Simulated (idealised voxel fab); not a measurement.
Documented hereafter: the process module known as voxel capacitor over wiring.
cross-section cut | 255 nm wide | cells 5 nm
Just so we're on the same page, the cross-sections are grids of square cells, and they're listed out in bands top to bottom, each band one or more rows deep. Heights first: top, then bottom, in nm. Then materials, left to right, each with a width in nm. "everywhere" on a single material: fills the band edge to edge. "air": empty space. The reference from which all heights are counted is 0, the level beneath which the as-received wafer is entirely one material; the lowest band, having no lower bound, proceeds downward and is written after the example "0 down". The width entry "30 to 40" should be interpreted row by row: the top row of cells in the band takes the first number, the bottom row takes the second number, and the change between adjacent rows is uniform throughout. Given "no change occurred" for a step, no cell of the cross-section differs between before and after that step. Heads up: "Enclosed voids" only lists the empty pockets with no open path to the top that are 8 cells or more, and it writes them as width x height at distance, distance from the left edge, in nm. Past the settings on a step's line: simulator remark, on that step. A step line may carry the setting "overlay nm", which, for steps involving a mask, states the distance by which the mask lay to the right of its intended position; negative values denote displacement to the left.

# List of planned process steps
1) RECEIVE (material Si)
2) CONFORMAL_DEP (material SiO2; thk nm 15)
3) DIRECTIONAL_DEP (material TiN; thk nm 5)
4) DIRECTIONAL_DEP (material W; thk nm 15)
5) MASKED_ETCH (tone cover; mask id METAL_1; width nm 25; pitch nm 85; etch materials W; depth nm 15; overlay nm 0)
6) MASKED_ETCH (tone cover; mask id METAL_1; width nm 25; pitch nm 85; etch materials TiN; depth nm 5; overlay nm 0)
7) CONFORMAL_DEP (material SiCN; thk nm 5)
8) FILL_DEP (material lowk; thk nm 10)
9) CMP (height nm 35)
10) CONFORMAL_DEP (material SiCN; thk nm 5)
11) DIRECTIONAL_DEP (material lowk; thk nm 10)
12) DIRECTIONAL_DEP (material aC; thk nm 15)
13) PATTERN (tone open; mask id PLUG_1; material resist; width nm 15; thk nm 30; overlay nm 0)
14) DIRECTIONAL_ETCH (etch materials aC; depth nm 15)
15) STRIP (etch materials resist)
16) DIRECTIONAL_ETCH (etch materials lowk; depth nm 10)
17) DIRECTIONAL_ETCH (etch materials SiCN; depth nm 5)
18) STRIP (etch materials aC)
19) CONFORMAL_DEP (material TiN; thk nm 5)
20) FILL_DEP (material Cu; thk nm 5)
21) CMP (height nm 50)
22) DIRECTIONAL_DEP (material TiN; thk nm 5)
23) DIRECTIONAL_DEP (material HfO2; thk nm 5)
24) DIRECTIONAL_DEP (material TiN; thk nm 10)
25) DIRECTIONAL_DEP (material aC; thk nm 15)
26) PATTERN (tone cover; mask id UPPER_PLATE; material resist; width nm 65; thk nm 35; overlay nm 0)
27) DIRECTIONAL_ETCH (etch materials aC; depth nm 15)
28) STRIP (etch materials resist)
29) DIRECTIONAL_ETCH (etch materials TiN; depth nm 10)
30) DIRECTIONAL_ETCH (etch materials HfO2; depth nm 5)
31) STRIP (etch materials aC)
32) DIRECTIONAL_DEP (material aC; thk nm 15)
33) PATTERN (tone cover; mask id LOWER_PLATE; material resist; width nm 75; thk nm 30; overlay nm 0)
34) DIRECTIONAL_ETCH (etch materials aC; depth nm 15)
35) STRIP (etch materials resist)
36) DIRECTIONAL_ETCH (etch materials TiN; depth nm 5)
37) STRIP (etch materials aC)
38) FILL_DEP (material SiO2; thk nm 20)
39) CMP (height nm 85)
40) PATTERN (tone open; mask id PLUG_2; material resist; width nm 15; thk nm 15; overlay nm 0)
41) DIRECTIONAL_ETCH (etch materials SiO2; depth nm 15)
42) STRIP (etch materials resist)
43) CONFORMAL_DEP (material TiN; thk nm 5)
44) FILL_DEP (material Cu; thk nm 5)
45) CMP (height nm 85)
46) CONFORMAL_DEP (material SiCN; thk nm 5)

# First of two wafers, with the run carried out as planned

# Here's what the wafer looked like in cross-section when it arrived - that's after step 1
> 0 down  Si everywhere
> Enclosed voids: none

# Cross-sectional representation of the wafer at the conclusion of step 2
> 15 to 0  SiO2 everywhere
> Below 0 it's all the same as before, nothing changed down there.

# Cross-sectional representation of the wafer at the conclusion of step 3
> 20 to 15  TiN everywhere
> Below 15 it's all the same as before, nothing changed down there.

# Cross-sectional representation of the wafer at the conclusion of step 4
> 35 to 20  W everywhere
> Below 20 it's all the same as before, nothing changed down there.

# Cross-sectional representation of the wafer at the conclusion of step 5
> 35 to 20  air: 70 / W: 25 / air: 60 / W: 25 / air: 75
> Below 20 it's all the same as before, nothing changed down there.

# Cross-sectional representation of the wafer at the conclusion of step 6
> 35 to 20  air: 70 / W: 25 / air: 60 / W: 25 / air: 75
> 20 to 15  air: 70 / TiN: 25 / air: 60 / TiN: 25 / air: 75
> Below 15 it's all the same as before, nothing changed down there.

# Cross-sectional representation of the wafer at the conclusion of step 7
> 40 to 35  air: 65 / SiCN: 35 / air: 50 / SiCN: 35 / air: 70
> 35 to 20  air: 65 / SiCN: 5 / W: 25 / SiCN: 5 / air: 50 / SiCN: 5 / W: 25 / SiCN: 5 / air: 70
> 20 to 15  SiCN: 70 / TiN: 25 / SiCN: 60 / TiN: 25 / SiCN: 75
> Below 15 it's all the same as before, nothing changed down there.

# Cross-sectional representation of the wafer at the conclusion of step 8
> 50 to 40  lowk everywhere
> 40 to 35  lowk: 65 / SiCN: 35 / lowk: 50 / SiCN: 35 / lowk: 70
> 35 to 20  lowk: 65 / SiCN: 5 / W: 25 / SiCN: 5 / lowk: 50 / SiCN: 5 / W: 25 / SiCN: 5 / lowk: 70
> Below 20 it's all the same as before, nothing changed down there.

# Cross-sectional representation of the wafer at the conclusion of step 9
> 35 to 20  lowk: 65 / SiCN: 5 / W: 25 / SiCN: 5 / lowk: 50 / SiCN: 5 / W: 25 / SiCN: 5 / lowk: 70
> Below 20 it's all the same as before, nothing changed down there.

# Cross-sectional representation of the wafer at the conclusion of step 10
> 40 to 35  SiCN everywhere
> Below 35 it's all the same as before, nothing changed down there.

# Cross-sectional representation of the wafer at the conclusion of step 11
> 50 to 40  lowk everywhere
> Below 40 it's all the same as before, nothing changed down there.

# Cross-sectional representation of the wafer at the conclusion of step 12
> 65 to 50  aC everywhere
> Below 50 it's all the same as before, nothing changed down there.

# Cross-sectional representation of the wafer at the conclusion of step 13
> 95 to 65  resist: 80 / air: 15 / resist: 160
> Below 65 it's all the same as before, nothing changed down there.

# Cross-sectional representation of the wafer at the conclusion of step 14
> 80 to 65  resist: 80 / air: 15 / resist: 160
> 65 to 50  aC: 80 / air: 15 / aC: 160
> Below 50 it's all the same as before, nothing changed down there.

# Cross-sectional representation of the wafer at the conclusion of step 15
> 65 to 50  aC: 80 / air: 15 / aC: 160
> Below 50 it's all the same as before, nothing changed down there.

# Cross-sectional representation of the wafer at the conclusion of step 16
> 65 to 50  aC: 80 / air: 15 / aC: 160
> 50 to 40  lowk: 80 / air: 15 / lowk: 160
> Below 40 it's all the same as before, nothing changed down there.

# Cross-sectional representation of the wafer at the conclusion of step 17
> 65 to 50  aC: 80 / air: 15 / aC: 160
> 50 to 40  lowk: 80 / air: 15 / lowk: 160
> 40 to 35  SiCN: 80 / air: 15 / SiCN: 160
> Below 35 it's all the same as before, nothing changed down there.

# Cross-sectional representation of the wafer at the conclusion of step 18
> 50 to 40  lowk: 80 / air: 15 / lowk: 160
> Below 40 it's all the same as before, nothing changed down there.

# Cross-sectional representation of the wafer at the conclusion of step 19
> 55 to 50  TiN: 85 / air: 5 / TiN: 165
> 50 to 40  lowk: 80 / TiN: 5 / air: 5 / TiN: 5 / lowk: 160
> 40 to 35  SiCN: 80 / TiN: 15 / SiCN: 160
> Below 35 it's all the same as before, nothing changed down there.

# Cross-sectional representation of the wafer at the conclusion of step 20
> 60 to 55  Cu everywhere
> 55 to 50  TiN: 85 / Cu: 5 / TiN: 165
> 50 to 40  lowk: 80 / TiN: 5 / Cu: 5 / TiN: 5 / lowk: 160
> Below 40 it's all the same as before, nothing changed down there.

# Cross-sectional representation of the wafer at the conclusion of step 21
> 50 to 40  lowk: 80 / TiN: 5 / Cu: 5 / TiN: 5 / lowk: 160
> Below 40 it's all the same as before, nothing changed down there.

# Cross-sectional representation of the wafer at the conclusion of step 22
> 55 to 50  TiN everywhere
> Below 50 it's all the same as before, nothing changed down there.

# Cross-sectional representation of the wafer at the conclusion of step 23
> 60 to 55  HfO2 everywhere
> Below 55 it's all the same as before, nothing changed down there.

# Cross-sectional representation of the wafer at the conclusion of step 24
> 70 to 60  TiN everywhere
> Below 60 it's all the same as before, nothing changed down there.

# Cross-sectional representation of the wafer at the conclusion of step 25
> 85 to 70  aC everywhere
> Below 70 it's all the same as before, nothing changed down there.

# Cross-sectional representation of the wafer at the conclusion of step 26
> 120 to 85  air: 80 / resist: 65 / air: 110
> Below 85 it's all the same as before, nothing changed down there.

# Cross-sectional representation of the wafer at the conclusion of step 27
> 105 to 85  air: 80 / resist: 65 / air: 110
> 85 to 70  air: 80 / aC: 65 / air: 110
> Below 70 it's all the same as before, nothing changed down there.

# Cross-sectional representation of the wafer at the conclusion of step 28
> 85 to 70  air: 80 / aC: 65 / air: 110
> Below 70 it's all the same as before, nothing changed down there.

# Cross-sectional representation of the wafer at the conclusion of step 29
> 85 to 70  air: 80 / aC: 65 / air: 110
> 70 to 60  air: 80 / TiN: 65 / air: 110
> Below 60 it's all the same as before, nothing changed down there.

# Cross-sectional representation of the wafer at the conclusion of step 30
> 85 to 70  air: 80 / aC: 65 / air: 110
> 70 to 60  air: 80 / TiN: 65 / air: 110
> 60 to 55  air: 80 / HfO2: 65 / air: 110
> Below 55 it's all the same as before, nothing changed down there.

# Cross-sectional representation of the wafer at the conclusion of step 31
> 70 to 60  air: 80 / TiN: 65 / air: 110
> Below 60 it's all the same as before, nothing changed down there.

# Cross-sectional representation of the wafer at the conclusion of step 32
> 85 to 70  air: 80 / aC: 65 / air: 110
> 70 to 60  aC: 80 / TiN: 65 / aC: 110
> 60 to 55  aC: 80 / HfO2: 65 / aC: 110
> Below 55 it's all the same as before, nothing changed down there.

# Cross-sectional representation of the wafer at the conclusion of step 33
> 115 to 85  air: 75 / resist: 75 / air: 105
> 85 to 70  air: 75 / resist: 5 / aC: 65 / resist: 5 / air: 105
> Below 70 it's all the same as before, nothing changed down there.

# Cross-sectional representation of the wafer at the conclusion of step 34
> 100 to 85  air: 75 / resist: 75 / air: 105
> 85 to 70  air: 75 / resist: 5 / aC: 65 / resist: 5 / air: 105
> 70 to 60  air: 75 / aC: 5 / TiN: 65 / aC: 5 / air: 105
> 60 to 55  air: 75 / aC: 5 / HfO2: 65 / aC: 5 / air: 105
> Below 55 it's all the same as before, nothing changed down there.

# Cross-sectional representation of the wafer at the conclusion of step 35
> 85 to 70  air: 80 / aC: 65 / air: 110
> Below 70 it's all the same as before, nothing changed down there.

# Cross-sectional representation of the wafer at the conclusion of step 36
> 85 to 70  air: 80 / aC: 65 / air: 110
> 70 to 60  air: 75 / aC: 5 / TiN: 65 / aC: 5 / air: 105
> 60 to 55  air: 75 / aC: 5 / HfO2: 65 / aC: 5 / air: 105
> 55 to 50  air: 75 / TiN: 75 / air: 105
> Below 50 it's all the same as before, nothing changed down there.

# Cross-sectional representation of the wafer at the conclusion of step 37
> 70 to 60  air: 80 / TiN: 65 / air: 110
> 60 to 55  air: 80 / HfO2: 65 / air: 110
> Below 55 it's all the same as before, nothing changed down there.

# Cross-sectional representation of the wafer at the conclusion of step 38
> 90 to 70  SiO2 everywhere
> 70 to 60  SiO2: 80 / TiN: 65 / SiO2: 110
> 60 to 55  SiO2: 80 / HfO2: 65 / SiO2: 110
> 55 to 50  SiO2: 75 / TiN: 75 / SiO2: 105
> Below 50 it's all the same as before, nothing changed down there.

# Cross-sectional representation of the wafer at the conclusion of step 39
> 85 to 70  SiO2 everywhere
> Below 70 it's all the same as before, nothing changed down there.

# Cross-sectional representation of the wafer at the conclusion of step 40
> 100 to 85  resist: 90 / air: 15 / resist: 150
> Below 85 it's all the same as before, nothing changed down there.

# Cross-sectional representation of the wafer at the conclusion of step 41
> 100 to 85  resist: 90 / air: 15 / resist: 150
> 85 to 70  SiO2: 90 / air: 15 / SiO2: 150
> Below 70 it's all the same as before, nothing changed down there.

# Cross-sectional representation of the wafer at the conclusion of step 42
> 85 to 70  SiO2: 90 / air: 15 / SiO2: 150
> Below 70 it's all the same as before, nothing changed down there.

# Cross-sectional representation of the wafer at the conclusion of step 43
> 90 to 85  TiN: 95 / air: 5 / TiN: 155
> 85 to 75  SiO2: 90 / TiN: 5 / air: 5 / TiN: 5 / SiO2: 150
> 75 to 70  SiO2: 90 / TiN: 15 / SiO2: 150
> Below 70 it's all the same as before, nothing changed down there.

# Cross-sectional representation of the wafer at the conclusion of step 44
> 95 to 90  Cu everywhere
> 90 to 85  TiN: 95 / Cu: 5 / TiN: 155
> 85 to 75  SiO2: 90 / TiN: 5 / Cu: 5 / TiN: 5 / SiO2: 150
> Below 75 it's all the same as before, nothing changed down there.

# Cross-sectional representation of the wafer at the conclusion of step 45
> 85 to 75  SiO2: 90 / TiN: 5 / Cu: 5 / TiN: 5 / SiO2: 150
> Below 75 it's all the same as before, nothing changed down there.

# Cross-sectional representation of the wafer at the conclusion of step 46
> 90 to 85  SiCN everywhere
> Below 85 it's all the same as before, nothing changed down there.

# For the second wafer, take the first wafer's start and plan, then add one mistake made in running it; everything through step 3, that step included, is shared with the first

Cross-section, second wafer, at the end time the plan gives for step 4: no change occurred

Cross-section, second wafer, at the end time the plan gives for step 5: no change occurred

# Cross-section, second wafer, at the end time the plan gives for step 6
> 20 to 15  air: 70 / TiN: 25 / air: 60 / TiN: 25 / air: 75
> Below 15 it's all the same as before, nothing changed down there.

# Cross-section, second wafer, at the end time the plan gives for step 7
> 25 to 20  air: 65 / SiCN: 35 / air: 50 / SiCN: 35 / air: 70
> 20 to 15  SiCN: 70 / TiN: 25 / SiCN: 60 / TiN: 25 / SiCN: 75
> Below 15 it's all the same as before, nothing changed down there.

# Cross-section, second wafer, at the end time the plan gives for step 8
> 35 to 25  lowk everywhere
> 25 to 20  lowk: 65 / SiCN: 35 / lowk: 50 / SiCN: 35 / lowk: 70
> Below 20 it's all the same as before, nothing changed down there.

Cross-section, second wafer, at the end time the plan gives for step 9: no change occurred

# Cross-section, second wafer, at the end time the plan gives for step 10
> 40 to 35  SiCN everywhere
> Below 35 it's all the same as before, nothing changed down there.

# Cross-section, second wafer, at the end time the plan gives for step 11
> 50 to 40  lowk everywhere
> Below 40 it's all the same as before, nothing changed down there.

# Cross-section, second wafer, at the end time the plan gives for step 12
> 65 to 50  aC everywhere
> Below 50 it's all the same as before, nothing changed down there.

# Cross-section, second wafer, at the end time the plan gives for step 13
> 95 to 65  resist: 80 / air: 15 / resist: 160
> Below 65 it's all the same as before, nothing changed down there.

# Cross-section, second wafer, at the end time the plan gives for step 14
> 80 to 65  resist: 80 / air: 15 / resist: 160
> 65 to 50  aC: 80 / air: 15 / aC: 160
> Below 50 it's all the same as before, nothing changed down there.

# Cross-section, second wafer, at the end time the plan gives for step 15
> 65 to 50  aC: 80 / air: 15 / aC: 160
> Below 50 it's all the same as before, nothing changed down there.

# Cross-section, second wafer, at the end time the plan gives for step 16
> 65 to 50  aC: 80 / air: 15 / aC: 160
> 50 to 40  lowk: 80 / air: 15 / lowk: 160
> Below 40 it's all the same as before, nothing changed down there.

# Cross-section, second wafer, at the end time the plan gives for step 17
> 65 to 50  aC: 80 / air: 15 / aC: 160
> 50 to 40  lowk: 80 / air: 15 / lowk: 160
> 40 to 35  SiCN: 80 / air: 15 / SiCN: 160
> Below 35 it's all the same as before, nothing changed down there.

# Cross-section, second wafer, at the end time the plan gives for step 18
> 50 to 40  lowk: 80 / air: 15 / lowk: 160
> Below 40 it's all the same as before, nothing changed down there.

# Cross-section, second wafer, at the end time the plan gives for step 19
> 55 to 50  TiN: 85 / air: 5 / TiN: 165
> 50 to 40  lowk: 80 / TiN: 5 / air: 5 / TiN: 5 / lowk: 160
> 40 to 35  SiCN: 80 / TiN: 15 / SiCN: 160
> Below 35 it's all the same as before, nothing changed down there.

# Cross-section, second wafer, at the end time the plan gives for step 20
> 60 to 55  Cu everywhere
> 55 to 50  TiN: 85 / Cu: 5 / TiN: 165
> 50 to 40  lowk: 80 / TiN: 5 / Cu: 5 / TiN: 5 / lowk: 160
> Below 40 it's all the same as before, nothing changed down there.

# Cross-section, second wafer, at the end time the plan gives for step 21
> 50 to 40  lowk: 80 / TiN: 5 / Cu: 5 / TiN: 5 / lowk: 160
> Below 40 it's all the same as before, nothing changed down there.

# Cross-section, second wafer, at the end time the plan gives for step 22
> 55 to 50  TiN everywhere
> Below 50 it's all the same as before, nothing changed down there.

# Cross-section, second wafer, at the end time the plan gives for step 23
> 60 to 55  HfO2 everywhere
> Below 55 it's all the same as before, nothing changed down there.

# Cross-section, second wafer, at the end time the plan gives for step 24
> 70 to 60  TiN everywhere
> Below 60 it's all the same as before, nothing changed down there.

# Cross-section, second wafer, at the end time the plan gives for step 25
> 85 to 70  aC everywhere
> Below 70 it's all the same as before, nothing changed down there.

# Cross-section, second wafer, at the end time the plan gives for step 26
> 120 to 85  air: 80 / resist: 65 / air: 110
> Below 85 it's all the same as before, nothing changed down there.

# Cross-section, second wafer, at the end time the plan gives for step 27
> 105 to 85  air: 80 / resist: 65 / air: 110
> 85 to 70  air: 80 / aC: 65 / air: 110
> Below 70 it's all the same as before, nothing changed down there.

# Cross-section, second wafer, at the end time the plan gives for step 28
> 85 to 70  air: 80 / aC: 65 / air: 110
> Below 70 it's all the same as before, nothing changed down there.

# Cross-section, second wafer, at the end time the plan gives for step 29
> 85 to 70  air: 80 / aC: 65 / air: 110
> 70 to 60  air: 80 / TiN: 65 / air: 110
> Below 60 it's all the same as before, nothing changed down there.

# Cross-section, second wafer, at the end time the plan gives for step 30
> 85 to 70  air: 80 / aC: 65 / air: 110
> 70 to 60  air: 80 / TiN: 65 / air: 110
> 60 to 55  air: 80 / HfO2: 65 / air: 110
> Below 55 it's all the same as before, nothing changed down there.

# Cross-section, second wafer, at the end time the plan gives for step 31
> 70 to 60  air: 80 / TiN: 65 / air: 110
> Below 60 it's all the same as before, nothing changed down there.

# Cross-section, second wafer, at the end time the plan gives for step 32
> 85 to 70  air: 80 / aC: 65 / air: 110
> 70 to 60  aC: 80 / TiN: 65 / aC: 110
> 60 to 55  aC: 80 / HfO2: 65 / aC: 110
> Below 55 it's all the same as before, nothing changed down there.

# Cross-section, second wafer, at the end time the plan gives for step 33
> 115 to 85  air: 75 / resist: 75 / air: 105
> 85 to 70  air: 75 / resist: 5 / aC: 65 / resist: 5 / air: 105
> Below 70 it's all the same as before, nothing changed down there.

# Cross-section, second wafer, at the end time the plan gives for step 34
> 100 to 85  air: 75 / resist: 75 / air: 105
> 85 to 70  air: 75 / resist: 5 / aC: 65 / resist: 5 / air: 105
> 70 to 60  air: 75 / aC: 5 / TiN: 65 / aC: 5 / air: 105
> 60 to 55  air: 75 / aC: 5 / HfO2: 65 / aC: 5 / air: 105
> Below 55 it's all the same as before, nothing changed down there.

# Cross-section, second wafer, at the end time the plan gives for step 35
> 85 to 70  air: 80 / aC: 65 / air: 110
> Below 70 it's all the same as before, nothing changed down there.

# Cross-section, second wafer, at the end time the plan gives for step 36
> 85 to 70  air: 80 / aC: 65 / air: 110
> 70 to 60  air: 75 / aC: 5 / TiN: 65 / aC: 5 / air: 105
> 60 to 55  air: 75 / aC: 5 / HfO2: 65 / aC: 5 / air: 105
> 55 to 50  air: 75 / TiN: 75 / air: 105
> Below 50 it's all the same as before, nothing changed down there.

# Cross-section, second wafer, at the end time the plan gives for step 37
> 70 to 60  air: 80 / TiN: 65 / air: 110
> 60 to 55  air: 80 / HfO2: 65 / air: 110
> Below 55 it's all the same as before, nothing changed down there.

# Cross-section, second wafer, at the end time the plan gives for step 38
> 90 to 70  SiO2 everywhere
> 70 to 60  SiO2: 80 / TiN: 65 / SiO2: 110
> 60 to 55  SiO2: 80 / HfO2: 65 / SiO2: 110
> 55 to 50  SiO2: 75 / TiN: 75 / SiO2: 105
> Below 50 it's all the same as before, nothing changed down there.

# Cross-section, second wafer, at the end time the plan gives for step 39
> 85 to 70  SiO2 everywhere
> Below 70 it's all the same as before, nothing changed down there.

# Cross-section, second wafer, at the end time the plan gives for step 40
> 100 to 85  resist: 90 / air: 15 / resist: 150
> Below 85 it's all the same as before, nothing changed down there.

# Cross-section, second wafer, at the end time the plan gives for step 41
> 100 to 85  resist: 90 / air: 15 / resist: 150
> 85 to 70  SiO2: 90 / air: 15 / SiO2: 150
> Below 70 it's all the same as before, nothing changed down there.

# Cross-section, second wafer, at the end time the plan gives for step 42
> 85 to 70  SiO2: 90 / air: 15 / SiO2: 150
> Below 70 it's all the same as before, nothing changed down there.

# Cross-section, second wafer, at the end time the plan gives for step 43
> 90 to 85  TiN: 95 / air: 5 / TiN: 155
> 85 to 75  SiO2: 90 / TiN: 5 / air: 5 / TiN: 5 / SiO2: 150
> 75 to 70  SiO2: 90 / TiN: 15 / SiO2: 150
> Below 70 it's all the same as before, nothing changed down there.

# Cross-section, second wafer, at the end time the plan gives for step 44
> 95 to 90  Cu everywhere
> 90 to 85  TiN: 95 / Cu: 5 / TiN: 155
> 85 to 75  SiO2: 90 / TiN: 5 / Cu: 5 / TiN: 5 / SiO2: 150
> Below 75 it's all the same as before, nothing changed down there.

# Cross-section, second wafer, at the end time the plan gives for step 45
> 85 to 75  SiO2: 90 / TiN: 5 / Cu: 5 / TiN: 5 / SiO2: 150
> Below 75 it's all the same as before, nothing changed down there.

# Cross-section, second wafer, at the end time the plan gives for step 46
> 90 to 85  SiCN everywhere
> Below 85 it's all the same as before, nothing changed down there.
It is concluded that the wafer was processed incorrectly with respect to the plan, in that it should be noted that step 4 of the plan was omitted and was not performed
Cell-count delta at end, second wafer over first, by material: +2 SiCN, -30 W, +28 lowk
